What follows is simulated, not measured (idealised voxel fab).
process module | voxel capacitor over wiring
cross-section cut | 270 nm wide | cells 5 nm
A cross-section is a grid of square cells, given in bands from the top down. A band is one or more rows of cells.
Each band's line starts with the height of the band's top and of its bottom, in nm. Then come its materials from left to right, each with its width in nm. One material with "throughout" fills the band from edge to edge. "air" is empty space.
Height 0 is the level under which the wafer as received is all one material. The lowest band goes on downwards, as in "0 down".
A width such as "30 to 40" changes by the same amount from each row of cells to the next, from the band's top row to its bottom row.
"no change" after a step means that no cell of the cross-section changed.
closed voids: empty space of 8 cells or more with no open way to the top, each as width x height at its distance from the left edge, in nm
after a step's settings: what the simulator itself notes on the step
overlay nm, on a step with a mask: how far to the right of its planned place the mask lay; to the left if negative
plan
1 op RECEIVE | material Si
2 op CONFORMAL_DEP | material SiO2 | thk nm 15
3 op CONFORMAL_DEP | material SiN | thk nm 5
4 op DIRECTIONAL_DEP | material SiO2 | thk nm 20
5 op PATTERN | tone open | mask id METAL_1 | material resist | width nm 30 | pitch nm 90 | thk nm 20 | overlay nm 0
6 op DIRECTIONAL_ETCH | etch materials SiO2 | depth nm 20
7 op DIRECTIONAL_ETCH | etch materials SiN | depth nm 5
8 op STRIP | etch materials resist
9 op CONFORMAL_DEP | material TiN | thk nm 5
10 op FILL_DEP | material Ru | thk nm 10
11 op CMP | height nm 40
12 op EPI | material Ru | thk nm 5
13 op FILL_DEP | material SiCN | thk nm 5
14 op DIRECTIONAL_DEP | material lowk | thk nm 15
15 op DIRECTIONAL_DEP | material aC | thk nm 10
16 op PATTERN | tone open | mask id PLUG_1 | material resist | width nm 15 | thk nm 25 | overlay nm 0
17 op DIRECTIONAL_ETCH | etch materials aC | depth nm 10
18 op STRIP | etch materials resist
19 op DIRECTIONAL_ETCH | etch materials lowk | depth nm 15
20 op DIRECTIONAL_ETCH | etch materials SiCN | depth nm 5
21 op STRIP | etch materials aC
22 op CONFORMAL_DEP | material TiN | thk nm 5
23 op FILL_DEP | material Cu | thk nm 5
24 op CMP | height nm 65
25 op DIRECTIONAL_DEP | material TiN | thk nm 5
26 op DIRECTIONAL_DEP | material Al2O3 | thk nm 5
27 op DIRECTIONAL_DEP | material TiN | thk nm 10
28 op DIRECTIONAL_DEP | material aC | thk nm 15
29 op PATTERN | tone cover | mask id UPPER_PLATE | material resist | width nm 65 | thk nm 35 | overlay nm 0
30 op DIRECTIONAL_ETCH | etch materials aC | depth nm 15
31 op STRIP | etch materials resist
32 op DIRECTIONAL_ETCH | etch materials TiN | depth nm 10
33 op DIRECTIONAL_ETCH | etch materials Al2O3 | depth nm 5
34 op STRIP | etch materials aC
35 op PATTERN | tone cover | mask id LOWER_PLATE | material resist | width nm 75 | thk nm 20 | overlay nm 0
36 op DIRECTIONAL_ETCH | etch materials TiN | depth nm 5
37 op STRIP | etch materials resist
38 op FILL_DEP | material SiO2 | thk nm 15
39 op CMP | height nm 95
40 op MASKED_ETCH | tone open | mask id PLUG_2 | width nm 15 | etch materials SiO2 | depth nm 10 | overlay nm 0
41 op CONFORMAL_DEP | material TiN | thk nm 5
42 op FILL_DEP | material Cu | thk nm 10
43 op CMP | height nm 95
44 op CONFORMAL_DEP | material SiCN | thk nm 5
first wafer, as planned
as received, after step 1
  0 down: Si throughout
  closed voids: none
after step 2
  15 to 0: SiO2 throughout
  below 0: unchanged
after step 3
  20 to 15: SiN throughout
  below 15: unchanged
after step 4
  40 to 20: SiO2 throughout
  below 20: unchanged
after step 5
  60 to 40: resist 75 | air 30 | resist 60 | air 30 | resist 75
  below 40: unchanged
after step 6
  60 to 40: resist 75 | air 30 | resist 60 | air 30 | resist 75
  40 to 20: SiO2 75 | air 30 | SiO2 60 | air 30 | SiO2 75
  below 20: unchanged
after step 7
  60 to 40: resist 75 | air 30 | resist 60 | air 30 | resist 75
  40 to 20: SiO2 75 | air 30 | SiO2 60 | air 30 | SiO2 75
  20 to 15: SiN 75 | air 30 | SiN 60 | air 30 | SiN 75
  below 15: unchanged
after step 8
  40 to 20: SiO2 75 | air 30 | SiO2 60 | air 30 | SiO2 75
  below 20: unchanged
after step 9
  45 to 40: TiN 80 | air 20 | TiN 70 | air 20 | TiN 80
  40 to 20: SiO2 75 | TiN 5 | air 20 | TiN 5 | SiO2 60 | TiN 5 | air 20 | TiN 5 | SiO2 75
  20 to 15: SiN 75 | TiN 30 | SiN 60 | TiN 30 | SiN 75
  below 15: unchanged
after step 10
  55 to 45: Ru throughout
  45 to 40: TiN 80 | Ru 20 | TiN 70 | Ru 20 | TiN 80
  40 to 20: SiO2 75 | TiN 5 | Ru 20 | TiN 5 | SiO2 60 | TiN 5 | Ru 20 | TiN 5 | SiO2 75
  below 20: unchanged
after step 11
  40 to 20: SiO2 75 | TiN 5 | Ru 20 | TiN 5 | SiO2 60 | TiN 5 | Ru 20 | TiN 5 | SiO2 75
  below 20: unchanged
after step 12
  45 to 40: air 70 | Ru 40 | air 50 | Ru 40 | air 70
  below 40: unchanged
after step 13
  50 to 45: SiCN throughout
  45 to 40: SiCN 70 | Ru 40 | SiCN 50 | Ru 40 | SiCN 70
  below 40: unchanged
after step 14
  65 to 50: lowk throughout
  below 50: unchanged
after step 15
  75 to 65: aC throughout
  below 65: unchanged
after step 16
  100 to 75: resist 90 | air 15 | resist 165
  below 75: unchanged
after step 17
  90 to 75: resist 90 | air 15 | resist 165
  75 to 65: aC 90 | air 15 | aC 165
  below 65: unchanged
after step 18
  75 to 65: aC 90 | air 15 | aC 165
  below 65: unchanged
after step 19
  75 to 65: aC 90 | air 15 | aC 165
  65 to 50: lowk 90 | air 15 | lowk 165
  below 50: unchanged
after step 20
  75 to 65: aC 90 | air 15 | aC 165
  65 to 50: lowk 90 | air 15 | lowk 165
  50 to 45: SiCN 90 | air 15 | SiCN 165
  below 45: unchanged
after step 21
  65 to 50: lowk 90 | air 15 | lowk 165
  below 50: unchanged
after step 22
  70 to 65: TiN 95 | air 5 | TiN 170
  65 to 50: lowk 90 | TiN 5 | air 5 | TiN 5 | lowk 165
  50 to 45: SiCN 90 | TiN 15 | SiCN 165
  below 45: unchanged
after step 23
  75 to 70: Cu throughout
  70 to 65: TiN 95 | Cu 5 | TiN 170
  65 to 50: lowk 90 | TiN 5 | Cu 5 | TiN 5 | lowk 165
  below 50: unchanged
after step 24
  65 to 50: lowk 90 | TiN 5 | Cu 5 | TiN 5 | lowk 165
  below 50: unchanged
after step 25
  70 to 65: TiN throughout
  below 65: unchanged
after step 26
  75 to 70: Al2O3 throughout
  below 70: unchanged
after step 27
  85 to 75: TiN throughout
  below 75: unchanged
after step 28
  100 to 85: aC throughout
  below 85: unchanged
after step 29
  135 to 100: air 90 | resist 65 | air 115
  below 100: unchanged
after step 30
  120 to 100: air 90 | resist 65 | air 115
  100 to 85: air 90 | aC 65 | air 115
  below 85: unchanged
after step 31
  100 to 85: air 90 | aC 65 | air 115
  below 85: unchanged
after step 32
  100 to 85: air 90 | aC 65 | air 115
  85 to 75: air 90 | TiN 65 | air 115
  below 75: unchanged
after step 33
  100 to 85: air 90 | aC 65 | air 115
  85 to 75: air 90 | TiN 65 | air 115
  75 to 70: air 90 | Al2O3 65 | air 115
  below 70: unchanged
after step 34
  85 to 75: air 90 | TiN 65 | air 115
  below 75: unchanged
after step 35
  105 to 85: air 85 | resist 75 | air 110
  85 to 75: air 85 | resist 5 | TiN 65 | resist 5 | air 110
  75 to 70: air 85 | resist 5 | Al2O3 65 | resist 5 | air 110
  below 70: unchanged
after step 36
  105 to 85: air 85 | resist 75 | air 110
  85 to 75: air 85 | resist 5 | TiN 65 | resist 5 | air 110
  75 to 70: air 85 | resist 5 | Al2O3 65 | resist 5 | air 110
  70 to 65: air 85 | TiN 75 | air 110
  below 65: unchanged
after step 37
  85 to 75: air 90 | TiN 65 | air 115
  75 to 70: air 90 | Al2O3 65 | air 115
  below 70: unchanged
after step 38
  100 to 85: SiO2 throughout
  85 to 75: SiO2 90 | TiN 65 | SiO2 115
  75 to 70: SiO2 90 | Al2O3 65 | SiO2 115
  70 to 65: SiO2 85 | TiN 75 | SiO2 110
  below 65: unchanged
after step 39
  95 to 85: SiO2 throughout
  below 85: unchanged
after step 40
  95 to 85: SiO2 100 | air 15 | SiO2 155
  below 85: unchanged
after step 41
  100 to 95: TiN 105 | air 5 | TiN 160
  95 to 90: SiO2 100 | TiN 5 | air 5 | TiN 5 | SiO2 155
  90 to 85: SiO2 100 | TiN 15 | SiO2 155
  below 85: unchanged
after step 42
  110 to 100: Cu throughout
  100 to 95: TiN 105 | Cu 5 | TiN 160
  95 to 90: SiO2 100 | TiN 5 | Cu 5 | TiN 5 | SiO2 155
  below 90: unchanged
after step 43
  95 to 90: SiO2 100 | TiN 5 | Cu 5 | TiN 5 | SiO2 155
  below 90: unchanged
after step 44
  100 to 95: SiCN throughout
  below 95: unchanged
second wafer: like start, like plan, one mistake. Through step 2 it matches the first wafer
when step 3 should have ended
  20 to 0: SiO2 throughout
  below 0: unchanged
when step 4 should have ended
  40 to 0: SiO2 throughout
  below 0: unchanged
when step 5 should have ended
  60 to 40: resist 75 | air 30 | resist 60 | air 30 | resist 75
  below 40: unchanged
when step 6 should have ended
  60 to 40: resist 75 | air 30 | resist 60 | air 30 | resist 75
  40 to 20: SiO2 75 | air 30 | SiO2 60 | air 30 | SiO2 75
  below 20: unchanged
when step 7 should have ended: no change
when step 8 should have ended
  40 to 20: SiO2 75 | air 30 | SiO2 60 | air 30 | SiO2 75
  below 20: unchanged
when step 9 should have ended
  45 to 40: TiN 80 | air 20 | TiN 70 | air 20 | TiN 80
  40 to 25: SiO2 75 | TiN 5 | air 20 | TiN 5 | SiO2 60 | TiN 5 | air 20 | TiN 5 | SiO2 75
  25 to 20: SiO2 75 | TiN 30 | SiO2 60 | TiN 30 | SiO2 75
  below 20: unchanged
when step 10 should have ended
  55 to 45: Ru throughout
  45 to 40: TiN 80 | Ru 20 | TiN 70 | Ru 20 | TiN 80
  40 to 25: SiO2 75 | TiN 5 | Ru 20 | TiN 5 | SiO2 60 | TiN 5 | Ru 20 | TiN 5 | SiO2 75
  below 25: unchanged
when step 11 should have ended
  40 to 25: SiO2 75 | TiN 5 | Ru 20 | TiN 5 | SiO2 60 | TiN 5 | Ru 20 | TiN 5 | SiO2 75
  below 25: unchanged
when step 12 should have ended
  45 to 40: air 70 | Ru 40 | air 50 | Ru 40 | air 70
  below 40: unchanged
when step 13 should have ended
  50 to 45: SiCN throughout
  45 to 40: SiCN 70 | Ru 40 | SiCN 50 | Ru 40 | SiCN 70
  below 40: unchanged
when step 14 should have ended
  65 to 50: lowk throughout
  below 50: unchanged
when step 15 should have ended
  75 to 65: aC throughout
  below 65: unchanged
when step 16 should have ended
  100 to 75: resist 90 | air 15 | resist 165
  below 75: unchanged
when step 17 should have ended
  90 to 75: resist 90 | air 15 | resist 165
  75 to 65: aC 90 | air 15 | aC 165
  below 65: unchanged
when step 18 should have ended
  75 to 65: aC 90 | air 15 | aC 165
  below 65: unchanged
when step 19 should have ended
  75 to 65: aC 90 | air 15 | aC 165
  65 to 50: lowk 90 | air 15 | lowk 165
  below 50: unchanged
when step 20 should have ended
  75 to 65: aC 90 | air 15 | aC 165
  65 to 50: lowk 90 | air 15 | lowk 165
  50 to 45: SiCN 90 | air 15 | SiCN 165
  below 45: unchanged
when step 21 should have ended
  65 to 50: lowk 90 | air 15 | lowk 165
  below 50: unchanged
when step 22 should have ended
  70 to 65: TiN 95 | air 5 | TiN 170
  65 to 50: lowk 90 | TiN 5 | air 5 | TiN 5 | lowk 165
  50 to 45: SiCN 90 | TiN 15 | SiCN 165
  below 45: unchanged
when step 23 should have ended
  75 to 70: Cu throughout
  70 to 65: TiN 95 | Cu 5 | TiN 170
  65 to 50: lowk 90 | TiN 5 | Cu 5 | TiN 5 | lowk 165
  below 50: unchanged
when step 24 should have ended
  65 to 50: lowk 90 | TiN 5 | Cu 5 | TiN 5 | lowk 165
  below 50: unchanged
when step 25 should have ended
  70 to 65: TiN throughout
  below 65: unchanged
when step 26 should have ended
  75 to 70: Al2O3 throughout
  below 70: unchanged
when step 27 should have ended
  85 to 75: TiN throughout
  below 75: unchanged
when step 28 should have ended
  100 to 85: aC throughout
  below 85: unchanged
when step 29 should have ended
  135 to 100: air 90 | resist 65 | air 115
  below 100: unchanged
when step 30 should have ended
  120 to 100: air 90 | resist 65 | air 115
  100 to 85: air 90 | aC 65 | air 115
  below 85: unchanged
when step 31 should have ended
  100 to 85: air 90 | aC 65 | air 115
  below 85: unchanged
when step 32 should have ended
  100 to 85: air 90 | aC 65 | air 115
  85 to 75: air 90 | TiN 65 | air 115
  below 75: unchanged
when step 33 should have ended
  100 to 85: air 90 | aC 65 | air 115
  85 to 75: air 90 | TiN 65 | air 115
  75 to 70: air 90 | Al2O3 65 | air 115
  below 70: unchanged
when step 34 should have ended
  85 to 75: air 90 | TiN 65 | air 115
  below 75: unchanged
when step 35 should have ended
  105 to 85: air 85 | resist 75 | air 110
  85 to 75: air 85 | resist 5 | TiN 65 | resist 5 | air 110
  75 to 70: air 85 | resist 5 | Al2O3 65 | resist 5 | air 110
  below 70: unchanged
when step 36 should have ended
  105 to 85: air 85 | resist 75 | air 110
  85 to 75: air 85 | resist 5 | TiN 65 | resist 5 | air 110
  75 to 70: air 85 | resist 5 | Al2O3 65 | resist 5 | air 110
  70 to 65: air 85 | TiN 75 | air 110
  below 65: unchanged
when step 37 should have ended
  85 to 75: air 90 | TiN 65 | air 115
  75 to 70: air 90 | Al2O3 65 | air 115
  below 70: unchanged
when step 38 should have ended
  100 to 85: SiO2 throughout
  85 to 75: SiO2 90 | TiN 65 | SiO2 115
  75 to 70: SiO2 90 | Al2O3 65 | SiO2 115
  70 to 65: SiO2 85 | TiN 75 | SiO2 110
  below 65: unchanged
when step 39 should have ended
  95 to 85: SiO2 throughout
  below 85: unchanged
when step 40 should have ended
  95 to 85: SiO2 100 | air 15 | SiO2 155
  below 85: unchanged
when step 41 should have ended
  100 to 95: TiN 105 | air 5 | TiN 160
  95 to 90: SiO2 100 | TiN 5 | air 5 | TiN 5 | SiO2 155
  90 to 85: SiO2 100 | TiN 15 | SiO2 155
  below 85: unchanged
when step 42 should have ended
  110 to 100: Cu throughout
  100 to 95: TiN 105 | Cu 5 | TiN 160
  95 to 90: SiO2 100 | TiN 5 | Cu 5 | TiN 5 | SiO2 155
  below 90: unchanged
when step 43 should have ended
  95 to 90: SiO2 100 | TiN 5 | Cu 5 | TiN 5 | SiO2 155
  below 90: unchanged
when step 44 should have ended
  100 to 95: SiCN throughout
  below 95: unchanged
what went wrong: step 3 ran as: op CONFORMAL_DEP | material SiO2 | thk nm 5
at the end the second wafer has, in cells: 8 fewer of Ru | 42 fewer of SiN | 54 more of SiO2 | 4 fewer of TiN
